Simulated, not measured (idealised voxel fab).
Process module under the name voxel spacer lines
Shown is cross-section cut, with a width of 140 nm and square cells of size 5 nm.
A cross-section is a grid of square cells, given in bands from the top down. A band is one or more rows of cells. The entry gives the band's vertical extent as a top height and a bottom height in nm, then its horizontal make-up as materials from left to right, each with a width in nm. "air" stands for empty space; a single material marked "throughout" fills the band edge to edge. Heads up on the height convention: 0 is the point under which the incoming wafer is all one material, and the lowest band has no bottom, it just keeps going down, like "0 -> down". Note: "30 to 40" means the width goes from the first number (top row of the band) to the second number (bottom row) in equal steps per row of cells. "nothing was modified" for a step: no cell of the cross-section changed in that step. You'll see "Internal closed voids" listing empty spaces that have no way open to the top, as long as they're 8 cells or more; the notation is width x height at distance, where the distance is from the left edge, and all of it is in nm. What comes after the settings on a step's line is commentary from the simulator itself on that step. Steps that use a mask can have "overlay nm" on their line. It says how far the mask sat to the right of where it was meant to be. Negative means to the left.

-- The planned process steps are enumerated hereunder
1. RECEIVE [material Si]
2. CONFORMAL_DEP [material SiO2] [thk nm 5]
3. DIRECTIONAL_DEP [material W] [thk nm 20]
4. DIRECTIONAL_DEP [material aC] [thk nm 30]
5. PATTERN [tone cover] [mask id MANDREL] [material resist] [width nm 25] [pitch nm 80] [thk nm 40] [overlay nm 0]
6. DIRECTIONAL_ETCH [etch materials aC] [depth nm 30]
7. STRIP [etch materials resist]
8. CONFORMAL_DEP [material SiN] [thk nm 15]
9. DIRECTIONAL_ETCH [etch materials SiN] [depth nm 15]
10. STRIP [etch materials aC]
11. DIRECTIONAL_ETCH [etch materials W] [depth nm 20]
12. STRIP [etch materials SiN]
13. FILL_DEP [material SiO2] [thk nm 5]
14. CMP [height nm 25]

-- Here's what the wafer looked like in cross-section when it arrived - that's after step 1
	0 -> down: Si throughout
	Internal closed voids: none

-- Module complete, cross-section. Starting point and plan per above. One mistake made in running the module
	25 -> 20: SiO2 throughout
	20 -> 0: 15 nm W, then 25 nm SiO2, then 15 nm W, then 25 nm SiO2, then 15 nm W, then 25 nm SiO2, then 15 nm W, then 5 nm SiO2
	0 -> down: Si throughout
	Internal closed voids: none
Short version of what went wrong: heads up, step 2 of the plan was skipped and never actually ran
